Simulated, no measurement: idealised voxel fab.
process module | voxel capacitor over wiring
cross-section cut | 195 nm wide | cells 5 nm
A cross-section is a grid of square cells, given in bands from the top down. A band is one or more rows of cells.
Each band's line starts with the height of the band's top and of its bottom, in nm. Then come its materials from left to right, each with its width in nm. One material with "throughout" fills the band from edge to edge. "air" is empty space.
Height 0 is the level under which the wafer as received is all one material. The lowest band goes on downwards, as in "0 down".
A width such as "30 to 40" changes by the same amount from each row of cells to the next, from the band's top row to its bottom row.
"no change" after a step means that no cell of the cross-section changed.
closed voids: empty space of 8 cells or more with no open way to the top, each as width x height at its distance from the left edge, in nm
after a step's settings: what the simulator itself notes on the step
overlay nm, on a step with a mask: how far to the right of its planned place the mask lay; to the left if negative
plan
1 op RECEIVE | material Si
2 op CONFORMAL_DEP | material SiO2 | thk nm 10
3 op DIRECTIONAL_DEP | material TiN | thk nm 5
4 op DIRECTIONAL_DEP | material W | thk nm 25
5 op PATTERN | tone cover | mask id METAL_1 | material resist | width nm 25 | pitch nm 90 | thk nm 15 | overlay nm 0
6 op DIRECTIONAL_ETCH | etch materials W | depth nm 25
7 op DIRECTIONAL_ETCH | etch materials TiN | depth nm 5
8 op STRIP | etch materials resist
9 op CONFORMAL_DEP | material SiN | thk nm 5
10 op FILL_DEP | material SiO2 | thk nm 5
11 op CMP | height nm 40
12 op CONFORMAL_DEP | material SiCN | thk nm 5
13 op DIRECTIONAL_DEP | material SiO2 | thk nm 20
14 op DIRECTIONAL_DEP | material aC | thk nm 15
15 op PATTERN | tone open | mask id PLUG_1 | material resist | width nm 15 | thk nm 35 | overlay nm 0
16 op DIRECTIONAL_ETCH | etch materials aC | depth nm 15
17 op STRIP | etch materials resist
18 op DIRECTIONAL_ETCH | etch materials SiO2 | depth nm 20
19 op DIRECTIONAL_ETCH | etch materials SiCN | depth nm 5
20 op STRIP | etch materials aC
21 op EPI | material Ru | thk nm 10
22 op EPI | material Ru | thk nm 10
23 op EPI | material Ru | thk nm 5
24 op DIRECTIONAL_DEP | material TiN | thk nm 5
25 op DIRECTIONAL_DEP | material Al2O3 | thk nm 5
26 op DIRECTIONAL_DEP | material TiN | thk nm 10
27 op MASKED_ETCH | tone cover | mask id UPPER_PLATE | width nm 70 | etch materials TiN | depth nm 10 | overlay nm 0
28 op MASKED_ETCH | tone cover | mask id UPPER_PLATE | width nm 70 | etch materials Al2O3 | depth nm 5 | overlay nm 0
29 op MASKED_ETCH | tone cover | mask id LOWER_PLATE | width nm 80 | etch materials TiN | depth nm 5 | overlay nm 0
30 op FILL_DEP | material SiO2 | thk nm 20
31 op CMP | height nm 100
32 op MASKED_ETCH | tone open | mask id PLUG_2 | width nm 15 | etch materials SiO2 | depth nm 15 | overlay nm 0
33 op CONFORMAL_DEP | material TiN | thk nm 5
34 op FILL_DEP | material Ru | thk nm 5
35 op CMP | height nm 100
36 op CONFORMAL_DEP | material SiCN | thk nm 5
first wafer, as planned
as received, after step 1
  0 down: Si throughout
  closed voids: none
after step 2
  10 to 0: SiO2 throughout
  below 0: unchanged
after step 3
  15 to 10: TiN throughout
  below 10: unchanged
after step 4
  40 to 15: W throughout
  below 15: unchanged
after step 5
  55 to 40: air 40 | resist 25 | air 65 | resist 25 | air 40
  below 40: unchanged
after step 6
  55 to 40: air 40 | resist 25 | air 65 | resist 25 | air 40
  40 to 15: air 40 | W 25 | air 65 | W 25 | air 40
  below 15: unchanged
after step 7
  55 to 40: air 40 | resist 25 | air 65 | resist 25 | air 40
  40 to 15: air 40 | W 25 | air 65 | W 25 | air 40
  15 to 10: air 40 | TiN 25 | air 65 | TiN 25 | air 40
  below 10: unchanged
after step 8
  40 to 15: air 40 | W 25 | air 65 | W 25 | air 40
  below 15: unchanged
after step 9
  45 to 40: air 35 | SiN 35 | air 55 | SiN 35 | air 35
  40 to 15: air 35 | SiN 5 | W 25 | SiN 5 | air 55 | SiN 5 | W 25 | SiN 5 | air 35
  15 to 10: SiN 40 | TiN 25 | SiN 65 | TiN 25 | SiN 40
  below 10: unchanged
after step 10
  50 to 45: SiO2 throughout
  45 to 40: SiO2 35 | SiN 35 | SiO2 55 | SiN 35 | SiO2 35
  40 to 15: SiO2 35 | SiN 5 | W 25 | SiN 5 | SiO2 55 | SiN 5 | W 25 | SiN 5 | SiO2 35
  below 15: unchanged
after step 11
  40 to 15: SiO2 35 | SiN 5 | W 25 | SiN 5 | SiO2 55 | SiN 5 | W 25 | SiN 5 | SiO2 35
  below 15: unchanged
after step 12
  45 to 40: SiCN throughout
  below 40: unchanged
after step 13
  65 to 45: SiO2 throughout
  below 45: unchanged
after step 14
  80 to 65: aC throughout
  below 65: unchanged
after step 15
  115 to 80: resist 50 | air 15 | resist 130
  below 80: unchanged
after step 16
  100 to 80: resist 50 | air 15 | resist 130
  80 to 65: aC 50 | air 15 | aC 130
  below 65: unchanged
after step 17
  80 to 65: aC 50 | air 15 | aC 130
  below 65: unchanged
after step 18
  80 to 65: aC 50 | air 15 | aC 130
  65 to 45: SiO2 50 | air 15 | SiO2 130
  below 45: unchanged
after step 19
  80 to 65: aC 50 | air 15 | aC 130
  65 to 45: SiO2 50 | air 15 | SiO2 130
  45 to 40: SiCN 50 | air 15 | SiCN 130
  below 40: unchanged
after step 20
  65 to 45: SiO2 50 | air 15 | SiO2 130
  below 45: unchanged
after step 21
  65 to 50: SiO2 50 | air 15 | SiO2 130
  50 to 45: SiO2 50 | Ru 15 | SiO2 130
  45 to 40: SiCN 50 | Ru 15 | SiCN 130
  below 40: unchanged
after step 22
  65 to 60: SiO2 50 | air 15 | SiO2 130
  60 to 45: SiO2 50 | Ru 15 | SiO2 130
  below 45: unchanged
after step 23
  65 to 45: SiO2 50 | Ru 15 | SiO2 130
  below 45: unchanged
after step 24
  70 to 65: TiN throughout
  below 65: unchanged
after step 25
  75 to 70: Al2O3 throughout
  below 70: unchanged
after step 26
  85 to 75: TiN throughout
  below 75: unchanged
after step 27
  85 to 75: air 50 | TiN 70 | air 75
  below 75: unchanged
after step 28
  85 to 75: air 50 | TiN 70 | air 75
  75 to 70: air 50 | Al2O3 70 | air 75
  below 70: unchanged
after step 29
  85 to 75: air 50 | TiN 70 | air 75
  75 to 70: air 50 | Al2O3 70 | air 75
  70 to 65: air 45 | TiN 80 | air 70
  below 65: unchanged
after step 30
  105 to 85: SiO2 throughout
  85 to 75: SiO2 50 | TiN 70 | SiO2 75
  75 to 70: SiO2 50 | Al2O3 70 | SiO2 75
  70 to 65: SiO2 45 | TiN 80 | SiO2 70
  below 65: unchanged
after step 31
  100 to 85: SiO2 throughout
  below 85: unchanged
after step 32
  100 to 85: SiO2 60 | air 15 | SiO2 120
  below 85: unchanged
after step 33
  105 to 100: TiN 65 | air 5 | TiN 125
  100 to 90: SiO2 60 | TiN 5 | air 5 | TiN 5 | SiO2 120
  90 to 85: SiO2 60 | TiN 15 | SiO2 120
  below 85: unchanged
after step 34
  110 to 105: Ru throughout
  105 to 100: TiN 65 | Ru 5 | TiN 125
  100 to 90: SiO2 60 | TiN 5 | Ru 5 | TiN 5 | SiO2 120
  below 90: unchanged
after step 35
  100 to 90: SiO2 60 | TiN 5 | Ru 5 | TiN 5 | SiO2 120
  below 90: unchanged
after step 36
  105 to 100: SiCN throughout
  below 100: unchanged
second wafer: like start, like plan, one mistake. Through step 2 it matches the first wafer
when step 3 should have ended
  35 to 10: W throughout
  below 10: unchanged
when step 4 should have ended
  40 to 35: TiN throughout
  below 35: unchanged
when step 5 should have ended
  55 to 40: air 40 | resist 25 | air 65 | resist 25 | air 40
  below 40: unchanged
when step 6 should have ended: no change
when step 7 should have ended
  55 to 40: air 40 | resist 25 | air 65 | resist 25 | air 40
  40 to 35: air 40 | TiN 25 | air 65 | TiN 25 | air 40
  below 35: unchanged
when step 8 should have ended
  40 to 35: air 40 | TiN 25 | air 65 | TiN 25 | air 40
  below 35: unchanged
when step 9 should have ended
  45 to 40: air 35 | SiN 35 | air 55 | SiN 35 | air 35
  40 to 35: SiN 40 | TiN 25 | SiN 65 | TiN 25 | SiN 40
  below 35: unchanged
when step 10 should have ended
  50 to 45: SiO2 throughout
  45 to 40: SiO2 35 | SiN 35 | SiO2 55 | SiN 35 | SiO2 35
  below 40: unchanged
when step 11 should have ended
  40 to 35: SiN 40 | TiN 25 | SiN 65 | TiN 25 | SiN 40
  below 35: unchanged
when step 12 should have ended
  45 to 40: SiCN throughout
  below 40: unchanged
when step 13 should have ended
  65 to 45: SiO2 throughout
  below 45: unchanged
when step 14 should have ended
  80 to 65: aC throughout
  below 65: unchanged
when step 15 should have ended
  115 to 80: resist 50 | air 15 | resist 130
  below 80: unchanged
when step 16 should have ended
  100 to 80: resist 50 | air 15 | resist 130
  80 to 65: aC 50 | air 15 | aC 130
  below 65: unchanged
when step 17 should have ended
  80 to 65: aC 50 | air 15 | aC 130
  below 65: unchanged
when step 18 should have ended
  80 to 65: aC 50 | air 15 | aC 130
  65 to 45: SiO2 50 | air 15 | SiO2 130
  below 45: unchanged
when step 19 should have ended
  80 to 65: aC 50 | air 15 | aC 130
  65 to 45: SiO2 50 | air 15 | SiO2 130
  45 to 40: SiCN 50 | air 15 | SiCN 130
  below 40: unchanged
when step 20 should have ended
  65 to 45: SiO2 50 | air 15 | SiO2 130
  below 45: unchanged
when step 21 should have ended
  65 to 50: SiO2 50 | air 15 | SiO2 130
  50 to 45: SiO2 50 | Ru 15 | SiO2 130
  45 to 40: SiCN 50 | Ru 15 | SiCN 130
  below 40: unchanged
when step 22 should have ended
  65 to 60: SiO2 50 | air 15 | SiO2 130
  60 to 45: SiO2 50 | Ru 15 | SiO2 130
  below 45: unchanged
when step 23 should have ended
  65 to 45: SiO2 50 | Ru 15 | SiO2 130
  below 45: unchanged
when step 24 should have ended
  70 to 65: TiN throughout
  below 65: unchanged
when step 25 should have ended
  75 to 70: Al2O3 throughout
  below 70: unchanged
when step 26 should have ended
  85 to 75: TiN throughout
  below 75: unchanged
when step 27 should have ended
  85 to 75: air 50 | TiN 70 | air 75
  below 75: unchanged
when step 28 should have ended
  85 to 75: air 50 | TiN 70 | air 75
  75 to 70: air 50 | Al2O3 70 | air 75
  below 70: unchanged
when step 29 should have ended
  85 to 75: air 50 | TiN 70 | air 75
  75 to 70: air 50 | Al2O3 70 | air 75
  70 to 65: air 45 | TiN 80 | air 70
  below 65: unchanged
when step 30 should have ended
  105 to 85: SiO2 throughout
  85 to 75: SiO2 50 | TiN 70 | SiO2 75
  75 to 70: SiO2 50 | Al2O3 70 | SiO2 75
  70 to 65: SiO2 45 | TiN 80 | SiO2 70
  below 65: unchanged
when step 31 should have ended
  100 to 85: SiO2 throughout
  below 85: unchanged
when step 32 should have ended
  100 to 85: SiO2 60 | air 15 | SiO2 120
  below 85: unchanged
when step 33 should have ended
  105 to 100: TiN 65 | air 5 | TiN 125
  100 to 90: SiO2 60 | TiN 5 | air 5 | TiN 5 | SiO2 120
  90 to 85: SiO2 60 | TiN 15 | SiO2 120
  below 85: unchanged
when step 34 should have ended
  110 to 105: Ru throughout
  105 to 100: TiN 65 | Ru 5 | TiN 125
  100 to 90: SiO2 60 | TiN 5 | Ru 5 | TiN 5 | SiO2 120
  below 90: unchanged
when step 35 should have ended
  100 to 90: SiO2 60 | TiN 5 | Ru 5 | TiN 5 | SiO2 120
  below 90: unchanged
when step 36 should have ended
  105 to 100: SiCN throughout
  below 100: unchanged
what went wrong: steps 3 and 4 were swapped
at the end the second wafer has, in cells: 20 fewer of SiN | 125 fewer of SiO2 | 145 more of W
